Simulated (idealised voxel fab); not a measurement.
The process module presented herein is designated voxel spacer lines.
The figure presents cross-section cut, which has a width of 185 nm and is divided into square cells with an edge length of 5 nm.
In this document a cross-section is written as a grid of square cells. It is given as a series of bands, listed from the top down, and a band is one or more rows of cells. This entry defines a band. It first specifies the height of the band's top and the height of its bottom in nm, and then specifies the band's materials from left to right, stating each material with its width in nm. The word "all across" identifies a single material that fills the band from edge to edge, while the word "blank" identifies empty space. Heights from 0 (as-received wafer is one material below). Bottom band endless downward, as "0 -> down". A two-number width, for instance "30->40", indicates that the width is equal to the first number in the top row of the band and to the second number in the bottom row, and that it changes by a constant amount per row of cells. Any step labelled "nothing altered" changed none of the cells in the cross-section. "Closed void inventory": empty spaces of 8 cells or more with no open way to the top, each given as width x height at distance, distance from the left edge, all in nm. On each step's line, the part that comes after the settings is the simulator's own comment on the step. overlay nm: step with mask; distance mask lay right of planned place; negative value = left of planned place.

## Below is the list of planned process steps
1 RECEIVE, material Si
2 CONFORMAL_DEP, material Al2O3, thk nm 10
3 DIRECTIONAL_DEP, material SiN, thk nm 10
4 DIRECTIONAL_DEP, material polySi, thk nm 30
5 PATTERN, tone cover, mask id MANDREL, material resist, width nm 20, pitch nm 60, thk nm 40, overlay nm 0
6 DIRECTIONAL_ETCH, etch materials polySi, depth nm 30
7 STRIP, etch materials resist
8 CONFORMAL_DEP, material SiO2, thk nm 10
9 DIRECTIONAL_ETCH, etch materials SiO2, depth nm 10
10 STRIP, etch materials polySi
11 DIRECTIONAL_ETCH, etch materials SiN, depth nm 10
12 STRIP, etch materials SiO2

## Received-state cross-section, reflecting completion of step 1
* 0 -> down = Si all across
* Closed void inventory: none

## Same starting wafer, same plan as above, one mistake in the execution; this is the cross-section at the end of the module
* 10 -> 0 = blank (10); SiN (10); blank (20); SiN (10); blank (20); SiN (10); blank (20); SiN (10); blank (20); SiN (10); blank (20); SiN (10); blank (15)
* 0 -> down = Si all across
* Closed void inventory: none
What was done differently from what was planned? step 2 of the plan was omitted and not executed
